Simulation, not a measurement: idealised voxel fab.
The following is a process module called voxel tone inversion.
The figure presents cross-section cut, which has a width of 180 nm and is divided into square cells with an edge length of 5 nm.
Cross-section, as written here: a square-cell grid given band by band from the top down, where a band holds one or more rows of cells.
A band entry consists of two parts. The first gives the height of the band's top and the height of its bottom, in nm. The rest lists the band's materials from left to right, each with its width in nm. A single material labelled with the word "edge to edge" fills the band from edge to edge, and the word "air" marks empty space.
Heads up on the height convention: 0 is the point under which the incoming wafer is all one material, and the lowest band has no bottom, it just keeps going down, like "0 down".
When a width is written as two numbers, as in "30->40", the first number is the width in the top row of cells of the band and the second is the width in its bottom row, and the width changes by the same amount from each row to the next.
Reading "no change" for a step: not a cell of the cross-section changed in it.
Closed empty spaces (no open way to the top) of 8 cells or more are what "Enclosed void inventory" lists, each as width x height at distance from the left edge, nm for all three.
Formally, on a step line, whatever follows the settings is a remark that the simulator itself makes on the step.
"overlay nm" answers the question of how far to the right of plan the mask lay on a step that has a mask, and when it is negative the answer is to the left.
## Steps in the process plan
1 RECEIVE [material Si]
2 CONFORMAL_DEP [material SiCN] [thk nm 5]
3 DIRECTIONAL_DEP [material aC] [thk nm 15]
4 PATTERN [tone cover] [mask id POSTS] [material resist] [width nm 15] [pitch nm 35] [thk nm 20] [overlay nm 0]
5 DIRECTIONAL_ETCH [etch materials aC] [depth nm 15]
6 STRIP [etch materials resist]
7 FILL_DEP [material SiO2] [thk nm 10]
8 CMP [height nm 20]
9 STRIP [etch materials aC]
10 CONFORMAL_DEP [material TiN] [thk nm 5]
11 FILL_DEP [material Ru] [thk nm 5]
12 CMP [height nm 20]
13 CONFORMAL_DEP [material SiCN] [thk nm 5]
## first wafer, as planned
## Shown in cross-section is the wafer as received, that is, as it stands after step 1
    0 down  Si edge to edge
    Enclosed void inventory: none
## The wafer, seen in cross-section, after step 2
    5 to 0  SiCN edge to edge
    At heights below 0, the structure remains unaltered.
## The wafer, seen in cross-section, after step 3
    20 to 5  aC edge to edge
    At heights below 5, the structure remains unaltered.
## The wafer, seen in cross-section, after step 4
    40 to 20  45 of air | 15 of resist | 20 of air | 15 of resist | 20 of air | 15 of resist | 50 of air
    At heights below 20, the structure remains unaltered.
## The wafer, seen in cross-section, after step 5
    25 to 20  45 of air | 15 of resist | 20 of air | 15 of resist | 20 of air | 15 of resist | 50 of air
    20 to 5  45 of air | 15 of aC | 20 of air | 15 of aC | 20 of air | 15 of aC | 50 of air
    At heights below 5, the structure remains unaltered.
## The wafer, seen in cross-section, after step 6
    20 to 5  45 of air | 15 of aC | 20 of air | 15 of aC | 20 of air | 15 of aC | 50 of air
    At heights below 5, the structure remains unaltered.
## The wafer, seen in cross-section, after step 7
    30 to 20  SiO2 edge to edge
    20 to 5  45 of SiO2 | 15 of aC | 20 of SiO2 | 15 of aC | 20 of SiO2 | 15 of aC | 50 of SiO2
    At heights below 5, the structure remains unaltered.
## The wafer, seen in cross-section, after step 8
    20 to 5  45 of SiO2 | 15 of aC | 20 of SiO2 | 15 of aC | 20 of SiO2 | 15 of aC | 50 of SiO2
    At heights below 5, the structure remains unaltered.
## The wafer, seen in cross-section, after step 9
    20 to 5  45 of SiO2 | 15 of air | 20 of SiO2 | 15 of air | 20 of SiO2 | 15 of air | 50 of SiO2
    At heights below 5, the structure remains unaltered.
## The wafer, seen in cross-section, after step 10
    25 to 20  50 of TiN | 5 of air | 30 of TiN | 5 of air | 30 of TiN | 5 of air | 55 of TiN
    20 to 10  45 of SiO2 | 5 of TiN | 5 of air | 5 of TiN | 20 of SiO2 | 5 of TiN | 5 of air | 5 of TiN | 20 of SiO2 | 5 of TiN | 5 of air | 5 of TiN | 50 of SiO2
    10 to 5  45 of SiO2 | 15 of TiN | 20 of SiO2 | 15 of TiN | 20 of SiO2 | 15 of TiN | 50 of SiO2
    At heights below 5, the structure remains unaltered.
## The wafer, seen in cross-section, after step 11
    30 to 25  Ru edge to edge
    25 to 20  50 of TiN | 5 of Ru | 30 of TiN | 5 of Ru | 30 of TiN | 5 of Ru | 55 of TiN
    20 to 10  45 of SiO2 | 5 of TiN | 5 of Ru | 5 of TiN | 20 of SiO2 | 5 of TiN | 5 of Ru | 5 of TiN | 20 of SiO2 | 5 of TiN | 5 of Ru | 5 of TiN | 50 of SiO2
    At heights below 10, the structure remains unaltered.
## The wafer, seen in cross-section, after step 12
    20 to 10  45 of SiO2 | 5 of TiN | 5 of Ru | 5 of TiN | 20 of SiO2 | 5 of TiN | 5 of Ru | 5 of TiN | 20 of SiO2 | 5 of TiN | 5 of Ru | 5 of TiN | 50 of SiO2
    At heights below 10, the structure remains unaltered.
## The wafer, seen in cross-section, after step 13
    25 to 20  SiCN edge to edge
    At heights below 20, the structure remains unaltered.
## The second wafer was prepared from the same starting point and under the same plan as the first; its processing contained one mistake, and it remains indistinguishable from the first wafer up to and including step 9
## Second wafer, section view, time point: scheduled end of step 10
    25 to 20  50 of aC | 5 of air | 30 of aC | 5 of air | 30 of aC | 5 of air | 55 of aC
    20 to 10  45 of SiO2 | 5 of aC | 5 of air | 5 of aC | 20 of SiO2 | 5 of aC | 5 of air | 5 of aC | 20 of SiO2 | 5 of aC | 5 of air | 5 of aC | 50 of SiO2
    10 to 5  45 of SiO2 | 15 of aC | 20 of SiO2 | 15 of aC | 20 of SiO2 | 15 of aC | 50 of SiO2
    At heights below 5, the structure remains unaltered.
## Second wafer, section view, time point: scheduled end of step 11
    30 to 25  Ru edge to edge
    25 to 20  50 of aC | 5 of Ru | 30 of aC | 5 of Ru | 30 of aC | 5 of Ru | 55 of aC
    20 to 10  45 of SiO2 | 5 of aC | 5 of Ru | 5 of aC | 20 of SiO2 | 5 of aC | 5 of Ru | 5 of aC | 20 of SiO2 | 5 of aC | 5 of Ru | 5 of aC | 50 of SiO2
    At heights below 10, the structure remains unaltered.
## Second wafer, section view, time point: scheduled end of step 12
    20 to 10  45 of SiO2 | 5 of aC | 5 of Ru | 5 of aC | 20 of SiO2 | 5 of aC | 5 of Ru | 5 of aC | 20 of SiO2 | 5 of aC | 5 of Ru | 5 of aC | 50 of SiO2
    At heights below 10, the structure remains unaltered.
## Second wafer, section view, time point: scheduled end of step 13
    25 to 20  SiCN edge to edge
    At heights below 20, the structure remains unaltered.
What was the processing mistake? step 10 off recipe, ran as CONFORMAL_DEP [material aC] [thk nm 5]
End check, counted in cells, second wafer has more or fewer of these materials than the first: 21 fewer of TiN; 21 more of aC
